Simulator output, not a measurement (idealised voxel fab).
process module | voxel self aligned contacts
cross-section cut | 215 nm wide | cells 5 nm
A cross-section is a grid of square cells, given in bands from the top down. A band is one or more rows of cells.
Each band's line starts with the height of the band's top and of its bottom, in nm. Then come its materials from left to right, each with its width in nm. One material with "throughout" fills the band from edge to edge. "air" is empty space.
Height 0 is the level under which the wafer as received is all one material. The lowest band goes on downwards, as in "0 down".
A width such as "30 to 40" changes by the same amount from each row of cells to the next, from the band's top row to its bottom row.
"no change" after a step means that no cell of the cross-section changed.
closed voids: empty space of 8 cells or more with no open way to the top, each as width x height at its distance from the left edge, in nm
after a step's settings: what the simulator itself notes on the step
overlay nm, on a step with a mask: how far to the right of its planned place the mask lay; to the left if negative
plan
1 op RECEIVE | material Si
2 op CONFORMAL_DEP | material SiO2 | thk nm 5
3 op DIRECTIONAL_DEP | material polySi | thk nm 20
4 op DIRECTIONAL_DEP | material SiN | thk nm 25
5 op PATTERN | tone cover | mask id GATE | material resist | width nm 25 | pitch nm 60 | thk nm 15 | overlay nm 0
6 op DIRECTIONAL_ETCH | etch materials SiN | depth nm 25
7 op DIRECTIONAL_ETCH | etch materials polySi | depth nm 20
8 op STRIP | etch materials resist
9 op CONFORMAL_DEP | material SiN | thk nm 10
10 op DIRECTIONAL_ETCH | etch materials SiN | depth nm 10
11 op FILL_DEP | material SiO2 | thk nm 15
12 op CMP | height nm 60
13 op DIRECTIONAL_DEP | material aC | thk nm 15
14 op PATTERN | tone open | mask id CONTACT | material resist | width nm 45 | pitch nm 60 | thk nm 30 | overlay nm 0
15 op DIRECTIONAL_ETCH | etch materials aC | depth nm 15
16 op STRIP | etch materials resist
17 op DIRECTIONAL_ETCH | etch materials SiO2 | depth nm 60
18 op STRIP | etch materials aC
19 op CONFORMAL_DEP | material TiN | thk nm 5
20 op FILL_DEP | material W | thk nm 5
21 op CMP | height nm 60
22 op CONFORMAL_DEP | material SiCN | thk nm 5
first wafer, as planned
as received, after step 1
  0 down: Si throughout
  closed voids: none
after step 2
  5 to 0: SiO2 throughout
  below 0: unchanged
after step 3
  25 to 5: polySi throughout
  below 5: unchanged
after step 4
  50 to 25: SiN throughout
  below 25: unchanged
after step 5
  65 to 50: air 35 | resist 25 | air 35 | resist 25 | air 35 | resist 25 | air 35
  below 50: unchanged
after step 6
  65 to 50: air 35 | resist 25 | air 35 | resist 25 | air 35 | resist 25 | air 35
  50 to 25: air 35 | SiN 25 | air 35 | SiN 25 | air 35 | SiN 25 | air 35
  below 25: unchanged
after step 7
  65 to 50: air 35 | resist 25 | air 35 | resist 25 | air 35 | resist 25 | air 35
  50 to 25: air 35 | SiN 25 | air 35 | SiN 25 | air 35 | SiN 25 | air 35
  25 to 5: air 35 | polySi 25 | air 35 | polySi 25 | air 35 | polySi 25 | air 35
  below 5: unchanged
after step 8
  50 to 25: air 35 | SiN 25 | air 35 | SiN 25 | air 35 | SiN 25 | air 35
  below 25: unchanged
after step 9
  60 to 25: air 25 | SiN 45 | air 15 | SiN 45 | air 15 | SiN 45 | air 25
  25 to 15: air 25 | SiN 10 | polySi 25 | SiN 10 | air 15 | SiN 10 | polySi 25 | SiN 10 | air 15 | SiN 10 | polySi 25 | SiN 10 | air 25
  15 to 5: SiN 35 | polySi 25 | SiN 35 | polySi 25 | SiN 35 | polySi 25 | SiN 35
  below 5: unchanged
after step 10
  50 to 25: air 25 | SiN 45 | air 15 | SiN 45 | air 15 | SiN 45 | air 25
  25 to 5: air 25 | SiN 10 | polySi 25 | SiN 10 | air 15 | SiN 10 | polySi 25 | SiN 10 | air 15 | SiN 10 | polySi 25 | SiN 10 | air 25
  below 5: unchanged
after step 11
  65 to 50: SiO2 throughout
  50 to 25: SiO2 25 | SiN 45 | SiO2 15 | SiN 45 | SiO2 15 | SiN 45 | SiO2 25
  25 to 5: SiO2 25 | SiN 10 | polySi 25 | SiN 10 | SiO2 15 | SiN 10 | polySi 25 | SiN 10 | SiO2 15 | SiN 10 | polySi 25 | SiN 10 | SiO2 25
  below 5: unchanged
after step 12
  60 to 50: SiO2 throughout
  below 50: unchanged
after step 13
  75 to 60: aC throughout
  below 60: unchanged
after step 14
  105 to 75: resist 55 | air 45 | resist 15 | air 45 | resist 55
  below 75: unchanged
after step 15
  90 to 75: resist 55 | air 45 | resist 15 | air 45 | resist 55
  75 to 60: aC 55 | air 45 | aC 15 | air 45 | aC 55
  below 60: unchanged
after step 16
  75 to 60: aC 55 | air 45 | aC 15 | air 45 | aC 55
  below 60: unchanged
after step 17
  75 to 60: aC 55 | air 45 | aC 15 | air 45 | aC 55
  60 to 50: SiO2 55 | air 45 | SiO2 15 | air 45 | SiO2 55
  50 to 25: SiO2 25 | SiN 45 | air 15 | SiN 45 | air 15 | SiN 45 | SiO2 25
  25 to 5: SiO2 25 | SiN 10 | polySi 25 | SiN 10 | air 15 | SiN 10 | polySi 25 | SiN 10 | air 15 | SiN 10 | polySi 25 | SiN 10 | SiO2 25
  5 to 0: SiO2 70 | air 15 | SiO2 45 | air 15 | SiO2 70
  below 0: unchanged
after step 18
  60 to 50: SiO2 55 | air 45 | SiO2 15 | air 45 | SiO2 55
  below 50: unchanged
after step 19
  65 to 60: TiN 60 | air 35 | TiN 25 | air 35 | TiN 60
  60 to 50: SiO2 55 | TiN 5 to 20 | air 35 to 5 | TiN 5 to 20 | SiO2 15 | TiN 5 to 20 | air 35 to 5 | TiN 5 to 20 | SiO2 55
  50 to 25: SiO2 25 | SiN 45 | TiN 5 | air 5 | TiN 5 | SiN 45 | TiN 5 | air 5 | TiN 5 | SiN 45 | SiO2 25
  25 to 5: SiO2 25 | SiN 10 | polySi 25 | SiN 10 | TiN 5 | air 5 | TiN 5 | SiN 10 | polySi 25 | SiN 10 | TiN 5 | air 5 | TiN 5 | SiN 10 | polySi 25 | SiN 10 | SiO2 25
  5 to 0: SiO2 70 | TiN 15 | SiO2 45 | TiN 15 | SiO2 70
  below 0: unchanged
after step 20
  70 to 65: W throughout
  65 to 60: TiN 60 | W 35 | TiN 25 | W 35 | TiN 60
  60 to 50: SiO2 55 | TiN 5 to 20 | W 35 to 5 | TiN 5 to 20 | SiO2 15 | TiN 5 to 20 | W 35 to 5 | TiN 5 to 20 | SiO2 55
  50 to 25: SiO2 25 | SiN 45 | TiN 5 | W 5 | TiN 5 | SiN 45 | TiN 5 | W 5 | TiN 5 | SiN 45 | SiO2 25
  25 to 5: SiO2 25 | SiN 10 | polySi 25 | SiN 10 | TiN 5 | W 5 | TiN 5 | SiN 10 | polySi 25 | SiN 10 | TiN 5 | W 5 | TiN 5 | SiN 10 | polySi 25 | SiN 10 | SiO2 25
  below 5: unchanged
after step 21
  60 to 50: SiO2 55 | TiN 5 to 20 | W 35 to 5 | TiN 5 to 20 | SiO2 15 | TiN 5 to 20 | W 35 to 5 | TiN 5 to 20 | SiO2 55
  below 50: unchanged
after step 22
  65 to 60: SiCN throughout
  below 60: unchanged
second wafer: like start, like plan, one mistake. Through step 1 it matches the first wafer
when step 2 should have ended: no change
when step 3 should have ended
  20 to 0: polySi throughout
  below 0: unchanged
when step 4 should have ended
  45 to 20: SiN throughout
  below 20: unchanged
when step 5 should have ended
  60 to 45: air 35 | resist 25 | air 35 | resist 25 | air 35 | resist 25 | air 35
  below 45: unchanged
when step 6 should have ended
  60 to 45: air 35 | resist 25 | air 35 | resist 25 | air 35 | resist 25 | air 35
  45 to 20: air 35 | SiN 25 | air 35 | SiN 25 | air 35 | SiN 25 | air 35
  below 20: unchanged
when step 7 should have ended
  60 to 45: air 35 | resist 25 | air 35 | resist 25 | air 35 | resist 25 | air 35
  45 to 20: air 35 | SiN 25 | air 35 | SiN 25 | air 35 | SiN 25 | air 35
  20 to 0: air 35 | polySi 25 | air 35 | polySi 25 | air 35 | polySi 25 | air 35
  below 0: unchanged
when step 8 should have ended
  45 to 20: air 35 | SiN 25 | air 35 | SiN 25 | air 35 | SiN 25 | air 35
  below 20: unchanged
when step 9 should have ended
  55 to 20: air 25 | SiN 45 | air 15 | SiN 45 | air 15 | SiN 45 | air 25
  20 to 10: air 25 | SiN 10 | polySi 25 | SiN 10 | air 15 | SiN 10 | polySi 25 | SiN 10 | air 15 | SiN 10 | polySi 25 | SiN 10 | air 25
  10 to 0: SiN 35 | polySi 25 | SiN 35 | polySi 25 | SiN 35 | polySi 25 | SiN 35
  below 0: unchanged
when step 10 should have ended
  45 to 20: air 25 | SiN 45 | air 15 | SiN 45 | air 15 | SiN 45 | air 25
  20 to 0: air 25 | SiN 10 | polySi 25 | SiN 10 | air 15 | SiN 10 | polySi 25 | SiN 10 | air 15 | SiN 10 | polySi 25 | SiN 10 | air 25
  below 0: unchanged
when step 11 should have ended
  60 to 45: SiO2 throughout
  45 to 20: SiO2 25 | SiN 45 | SiO2 15 | SiN 45 | SiO2 15 | SiN 45 | SiO2 25
  20 to 0: SiO2 25 | SiN 10 | polySi 25 | SiN 10 | SiO2 15 | SiN 10 | polySi 25 | SiN 10 | SiO2 15 | SiN 10 | polySi 25 | SiN 10 | SiO2 25
  below 0: unchanged
when step 12 should have ended: no change
when step 13 should have ended
  75 to 60: aC throughout
  below 60: unchanged
when step 14 should have ended
  105 to 75: resist 55 | air 45 | resist 15 | air 45 | resist 55
  below 75: unchanged
when step 15 should have ended
  90 to 75: resist 55 | air 45 | resist 15 | air 45 | resist 55
  75 to 60: aC 55 | air 45 | aC 15 | air 45 | aC 55
  below 60: unchanged
when step 16 should have ended
  75 to 60: aC 55 | air 45 | aC 15 | air 45 | aC 55
  below 60: unchanged
when step 17 should have ended
  75 to 60: aC 55 | air 45 | aC 15 | air 45 | aC 55
  60 to 45: SiO2 55 | air 45 | SiO2 15 | air 45 | SiO2 55
  45 to 20: SiO2 25 | SiN 45 | air 15 | SiN 45 | air 15 | SiN 45 | SiO2 25
  20 to 0: SiO2 25 | SiN 10 | polySi 25 | SiN 10 | air 15 | SiN 10 | polySi 25 | SiN 10 | air 15 | SiN 10 | polySi 25 | SiN 10 | SiO2 25
  below 0: unchanged
when step 18 should have ended
  60 to 45: SiO2 55 | air 45 | SiO2 15 | air 45 | SiO2 55
  below 45: unchanged
when step 19 should have ended
  65 to 60: TiN 60 | air 35 | TiN 25 | air 35 | TiN 60
  60 to 50: SiO2 55 | TiN 5 | air 35 | TiN 5 | SiO2 15 | TiN 5 | air 35 | TiN 5 | SiO2 55
  50 to 45: SiO2 55 | TiN 20 | air 5 | TiN 20 | SiO2 15 | TiN 20 | air 5 | TiN 20 | SiO2 55
  45 to 20: SiO2 25 | SiN 45 | TiN 5 | air 5 | TiN 5 | SiN 45 | TiN 5 | air 5 | TiN 5 | SiN 45 | SiO2 25
  20 to 5: SiO2 25 | SiN 10 | polySi 25 | SiN 10 | TiN 5 | air 5 | TiN 5 | SiN 10 | polySi 25 | SiN 10 | TiN 5 | air 5 | TiN 5 | SiN 10 | polySi 25 | SiN 10 | SiO2 25
  5 to 0: SiO2 25 | SiN 10 | polySi 25 | SiN 10 | TiN 15 | SiN 10 | polySi 25 | SiN 10 | TiN 15 | SiN 10 | polySi 25 | SiN 10 | SiO2 25
  below 0: unchanged
when step 20 should have ended
  70 to 65: W throughout
  65 to 60: TiN 60 | W 35 | TiN 25 | W 35 | TiN 60
  60 to 50: SiO2 55 | TiN 5 | W 35 | TiN 5 | SiO2 15 | TiN 5 | W 35 | TiN 5 | SiO2 55
  50 to 45: SiO2 55 | TiN 20 | W 5 | TiN 20 | SiO2 15 | TiN 20 | W 5 | TiN 20 | SiO2 55
  45 to 20: SiO2 25 | SiN 45 | TiN 5 | W 5 | TiN 5 | SiN 45 | TiN 5 | W 5 | TiN 5 | SiN 45 | SiO2 25
  20 to 5: SiO2 25 | SiN 10 | polySi 25 | SiN 10 | TiN 5 | W 5 | TiN 5 | SiN 10 | polySi 25 | SiN 10 | TiN 5 | W 5 | TiN 5 | SiN 10 | polySi 25 | SiN 10 | SiO2 25
  below 5: unchanged
when step 21 should have ended
  60 to 50: SiO2 55 | TiN 5 | W 35 | TiN 5 | SiO2 15 | TiN 5 | W 35 | TiN 5 | SiO2 55
  below 50: unchanged
when step 22 should have ended
  65 to 60: SiCN throughout
  below 60: unchanged
what went wrong: step 2 was left out
at the end the second wafer has, in cells: 12 fewer of SiO2 | 12 more of W
